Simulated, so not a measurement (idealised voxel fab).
Name of the process module below: voxel quadruple lines
Section cut is 255 nm wide and gridded with 5 nm square cells.
Each cross-section below is a grid of square cells, stated as bands in top-down order, with one or more rows of cells making up each band. What a band's entry tells you: where the top is and where the bottom is, as heights in nm, and after that what lies inside, material by material from left to right, each with its width in nm. Empty space is written as the word "empty", and a single material marked with the word "all across" occupies the band from edge to edge. Where do heights start? At 0: under that level the wafer as delivered is made of one material only. And the lowest band has no floor; it just carries on downward, as in "0..down". A width such as "30..40" changes by the same amount from each row of cells to the next, from the band's top row to its bottom row. What does "remains unaltered" mean for a step? It means no cell of the cross-section changed in that step. You'll see "Closed void roster" listing empty spaces that have no way open to the top, as long as they're 8 cells or more; the notation is width x height at distance, where the distance is from the left edge, and all of it is in nm. That trailing text on a step's line, after the settings, is the simulator's own remark on the step. overlay nm: right-of-plan distance of the mask on a masked step; negative values mean left-of-plan.

-- Steps in the process plan
1. op RECEIVE | material Si
2. op CONFORMAL_DEP | material SiO2 | thk nm 10
3. op DIRECTIONAL_DEP | material Ru | thk nm 10
4. op DIRECTIONAL_DEP | material polySi | thk nm 20
5. op DIRECTIONAL_DEP | material aC | thk nm 20
6. op PATTERN | tone cover | mask id MANDREL | material resist | width nm 35 | thk nm 30 | overlay nm 0
7. op DIRECTIONAL_ETCH | etch materials aC | depth nm 20
8. op STRIP | etch materials resist
9. op CONFORMAL_DEP | material SiO2 | thk nm 15
10. op DIRECTIONAL_ETCH | etch materials SiO2 | depth nm 15
11. op STRIP | etch materials aC
12. op DIRECTIONAL_ETCH | etch materials polySi | depth nm 20
13. op STRIP | etch materials SiO2
14. op CONFORMAL_DEP | material SiCN | thk nm 10
15. op DIRECTIONAL_ETCH | etch materials SiCN | depth nm 10
16. op STRIP | etch materials polySi
17. op DIRECTIONAL_ETCH | etch materials Ru | depth nm 10
18. op STRIP | etch materials SiCN
19. op FILL_DEP | material lowk | thk nm 5
20. op CMP | height nm 20

-- On the first of the two wafers: run conducted according to plan

-- Here's what the wafer looked like in cross-section when it arrived - that's after step 1
  0..down: Si all across
  Closed void roster: none

-- After step 2: wafer cross-section
  10..0: SiO2 all across
  Lower than 0, everything is as it was.

-- After step 3: wafer cross-section
  20..10: Ru all across
  Lower than 10, everything is as it was.

-- After step 4: wafer cross-section
  40..20: polySi all across
  Lower than 20, everything is as it was.

-- After step 5: wafer cross-section
  60..40: aC all across
  Lower than 40, everything is as it was.

-- After step 6: wafer cross-section
  90..60: empty: 110, resist: 35, empty: 110
  Lower than 60, everything is as it was.

-- After step 7: wafer cross-section
  70..60: empty: 110, resist: 35, empty: 110
  60..40: empty: 110, aC: 35, empty: 110
  Lower than 40, everything is as it was.

-- After step 8: wafer cross-section
  60..40: empty: 110, aC: 35, empty: 110
  Lower than 40, everything is as it was.

-- After step 9: wafer cross-section
  75..60: empty: 95, SiO2: 65, empty: 95
  60..55: empty: 95, SiO2: 15, aC: 35, SiO2: 15, empty: 95
  55..40: SiO2: 110, aC: 35, SiO2: 110
  Lower than 40, everything is as it was.

-- After step 10: wafer cross-section
  60..40: empty: 95, SiO2: 15, aC: 35, SiO2: 15, empty: 95
  Lower than 40, everything is as it was.

-- After step 11: wafer cross-section
  60..40: empty: 95, SiO2: 15, empty: 35, SiO2: 15, empty: 95
  Lower than 40, everything is as it was.

-- After step 12: wafer cross-section
  60..40: empty: 95, SiO2: 15, empty: 35, SiO2: 15, empty: 95
  40..20: empty: 95, polySi: 15, empty: 35, polySi: 15, empty: 95
  Lower than 20, everything is as it was.

-- After step 13: wafer cross-section
  40..20: empty: 95, polySi: 15, empty: 35, polySi: 15, empty: 95
  Lower than 20, everything is as it was.

-- After step 14: wafer cross-section
  50..40: empty: 85, SiCN: 35, empty: 15, SiCN: 35, empty: 85
  40..30: empty: 85, SiCN: 10, polySi: 15, SiCN: 10, empty: 15, SiCN: 10, polySi: 15, SiCN: 10, empty: 85
  30..20: SiCN: 95, polySi: 15, SiCN: 35, polySi: 15, SiCN: 95
  Lower than 20, everything is as it was.

-- After step 15: wafer cross-section
  40..20: empty: 85, SiCN: 10, polySi: 15, SiCN: 10, empty: 15, SiCN: 10, polySi: 15, SiCN: 10, empty: 85
  Lower than 20, everything is as it was.

-- After step 16: wafer cross-section
  40..20: empty: 85, SiCN: 10, empty: 15, SiCN: 10, empty: 15, SiCN: 10, empty: 15, SiCN: 10, empty: 85
  Lower than 20, everything is as it was.

-- After step 17: wafer cross-section
  40..20: empty: 85, SiCN: 10, empty: 15, SiCN: 10, empty: 15, SiCN: 10, empty: 15, SiCN: 10, empty: 85
  20..10: empty: 85, Ru: 10, empty: 15, Ru: 10, empty: 15, Ru: 10, empty: 15, Ru: 10, empty: 85
  Lower than 10, everything is as it was.

-- After step 18: wafer cross-section
  20..10: empty: 85, Ru: 10, empty: 15, Ru: 10, empty: 15, Ru: 10, empty: 15, Ru: 10, empty: 85
  Lower than 10, everything is as it was.

-- After step 19: wafer cross-section
  25..20: lowk all across
  20..10: lowk: 85, Ru: 10, lowk: 15, Ru: 10, lowk: 15, Ru: 10, lowk: 15, Ru: 10, lowk: 85
  Lower than 10, everything is as it was.

-- After step 20: wafer cross-section
  20..10: lowk: 85, Ru: 10, lowk: 15, Ru: 10, lowk: 15, Ru: 10, lowk: 15, Ru: 10, lowk: 85
  Lower than 10, everything is as it was.

-- It is to be noted that the second wafer proceeded from the same initial state and according to the same plan as the first, although one mistake was committed in its execution; through step 1, inclusive, the two wafers share an identical history

-- Second wafer, cut view, end of step 2 per plan
  10..0: Ru all across
  Lower than 0, everything is as it was.

-- Second wafer, cut view, end of step 3 per plan
  20..0: Ru all across
  Lower than 0, everything is as it was.

-- Second wafer, cut view, end of step 4 per plan
  40..20: polySi all across
  Lower than 20, everything is as it was.

-- Second wafer, cut view, end of step 5 per plan
  60..40: aC all across
  Lower than 40, everything is as it was.

-- Second wafer, cut view, end of step 6 per plan
  90..60: empty: 110, resist: 35, empty: 110
  Lower than 60, everything is as it was.

-- Second wafer, cut view, end of step 7 per plan
  70..60: empty: 110, resist: 35, empty: 110
  60..40: empty: 110, aC: 35, empty: 110
  Lower than 40, everything is as it was.

-- Second wafer, cut view, end of step 8 per plan
  60..40: empty: 110, aC: 35, empty: 110
  Lower than 40, everything is as it was.

-- Second wafer, cut view, end of step 9 per plan
  75..60: empty: 95, SiO2: 65, empty: 95
  60..55: empty: 95, SiO2: 15, aC: 35, SiO2: 15, empty: 95
  55..40: SiO2: 110, aC: 35, SiO2: 110
  Lower than 40, everything is as it was.

-- Second wafer, cut view, end of step 10 per plan
  60..40: empty: 95, SiO2: 15, aC: 35, SiO2: 15, empty: 95
  Lower than 40, everything is as it was.

-- Second wafer, cut view, end of step 11 per plan
  60..40: empty: 95, SiO2: 15, empty: 35, SiO2: 15, empty: 95
  Lower than 40, everything is as it was.

-- Second wafer, cut view, end of step 12 per plan
  60..40: empty: 95, SiO2: 15, empty: 35, SiO2: 15, empty: 95
  40..20: empty: 95, polySi: 15, empty: 35, polySi: 15, empty: 95
  Lower than 20, everything is as it was.

-- Second wafer, cut view, end of step 13 per plan
  40..20: empty: 95, polySi: 15, empty: 35, polySi: 15, empty: 95
  Lower than 20, everything is as it was.

-- Second wafer, cut view, end of step 14 per plan
  50..40: empty: 85, SiCN: 35, empty: 15, SiCN: 35, empty: 85
  40..30: empty: 85, SiCN: 10, polySi: 15, SiCN: 10, empty: 15, SiCN: 10, polySi: 15, SiCN: 10, empty: 85
  30..20: SiCN: 95, polySi: 15, SiCN: 35, polySi: 15, SiCN: 95
  Lower than 20, everything is as it was.

-- Second wafer, cut view, end of step 15 per plan
  40..20: empty: 85, SiCN: 10, polySi: 15, SiCN: 10, empty: 15, SiCN: 10, polySi: 15, SiCN: 10, empty: 85
  Lower than 20, everything is as it was.

-- Second wafer, cut view, end of step 16 per plan
  40..20: empty: 85, SiCN: 10, empty: 15, SiCN: 10, empty: 15, SiCN: 10, empty: 15, SiCN: 10, empty: 85
  Lower than 20, everything is as it was.

-- Second wafer, cut view, end of step 17 per plan
  40..20: empty: 85, SiCN: 10, empty: 15, SiCN: 10, empty: 15, SiCN: 10, empty: 15, SiCN: 10, empty: 85
  20..10: empty: 85, Ru: 10, empty: 15, Ru: 10, empty: 15, Ru: 10, empty: 15, Ru: 10, empty: 85
  Lower than 10, everything is as it was.

-- Second wafer, cut view, end of step 18 per plan
  20..10: empty: 85, Ru: 10, empty: 15, Ru: 10, empty: 15, Ru: 10, empty: 15, Ru: 10, empty: 85
  Lower than 10, everything is as it was.

-- Second wafer, cut view, end of step 19 per plan
  25..20: lowk all across
  20..10: lowk: 85, Ru: 10, lowk: 15, Ru: 10, lowk: 15, Ru: 10, lowk: 15, Ru: 10, lowk: 85
  Lower than 10, everything is as it was.

-- Second wafer, cut view, end of step 20 per plan
  20..10: lowk: 85, Ru: 10, lowk: 15, Ru: 10, lowk: 15, Ru: 10, lowk: 15, Ru: 10, lowk: 85
  Lower than 10, everything is as it was.
Processing error: step 2 was processed under conditions differing from the plan, specifically as op CONFORMAL_DEP | material Ru | thk nm 10
End of process, cell counts, second wafer against first, materials with more or fewer: Ru: 102 more, SiO2: 102 fewer
